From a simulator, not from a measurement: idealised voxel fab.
process module | voxel released beams
cross-section cut | 145 nm wide | cells 5 nm
A cross-section is a grid of square cells, given in bands from the top down. A band is one or more rows of cells.
Each band's line starts with the height of the band's top and of its bottom, in nm. Then come its materials from left to right, each with its width in nm. One material with "throughout" fills the band from edge to edge. "air" is empty space.
Height 0 is the level under which the wafer as received is all one material. The lowest band goes on downwards, as in "0 down".
A width such as "30 to 40" changes by the same amount from each row of cells to the next, from the band's top row to its bottom row.
"no change" after a step means that no cell of the cross-section changed.
closed voids: empty space of 8 cells or more with no open way to the top, each as width x height at its distance from the left edge, in nm
after a step's settings: what the simulator itself notes on the step
overlay nm, on a step with a mask: how far to the right of its planned place the mask lay; to the left if negative
plan
1 op RECEIVE | material Si
2 op CONFORMAL_DEP | material Al2O3 | thk nm 5
3 op DIRECTIONAL_DEP | material SiO2 | thk nm 15
4 op DIRECTIONAL_DEP | material aC | thk nm 10
5 op PATTERN | tone open | mask id ANCHOR | material resist | width nm 30 | thk nm 30 | overlay nm 0
6 op DIRECTIONAL_ETCH | etch materials aC | depth nm 10
7 op STRIP | etch materials resist
8 op DIRECTIONAL_ETCH | etch materials SiO2 | depth nm 15
9 op STRIP | etch materials aC
10 op CONFORMAL_DEP | material SiN | thk nm 10
11 op DIRECTIONAL_DEP | material aC | thk nm 15
12 op PATTERN | tone cover | mask id BEAM | material resist | width nm 90 | thk nm 35 | overlay nm 0
13 op DIRECTIONAL_ETCH | etch materials aC | depth nm 15
14 op STRIP | etch materials resist
15 op DIRECTIONAL_ETCH | etch materials SiN | depth nm 10
16 op STRIP | etch materials aC
17 op STRIP | etch materials SiO2
as received, after step 1
  0 down: Si throughout
  closed voids: none
first wafer at the end, as planned
  30 to 20: air 25 | SiN 15 | air 10 | SiN 65 | air 30
  20 to 15: air 30 | SiN 10 | air 10 | SiN 10 | air 85
  15 to 5: air 30 | SiN 30 | air 85
  5 to 0: Al2O3 throughout
  0 down: Si throughout
  closed voids: none
second wafer at the end: like start, like plan, one mistake
  40 to 30: air 25 | SiN 90 | air 30
  30 to 20: SiN throughout
  20 to 5: SiO2 throughout
  5 to 0: Al2O3 throughout
  0 down: Si throughout
  closed voids: none
what went wrong: step 4 ran as: op DIRECTIONAL_DEP | material SiN | thk nm 10
at the end the second wafer has, in cells: 46 more of SiN | 87 more of SiO2
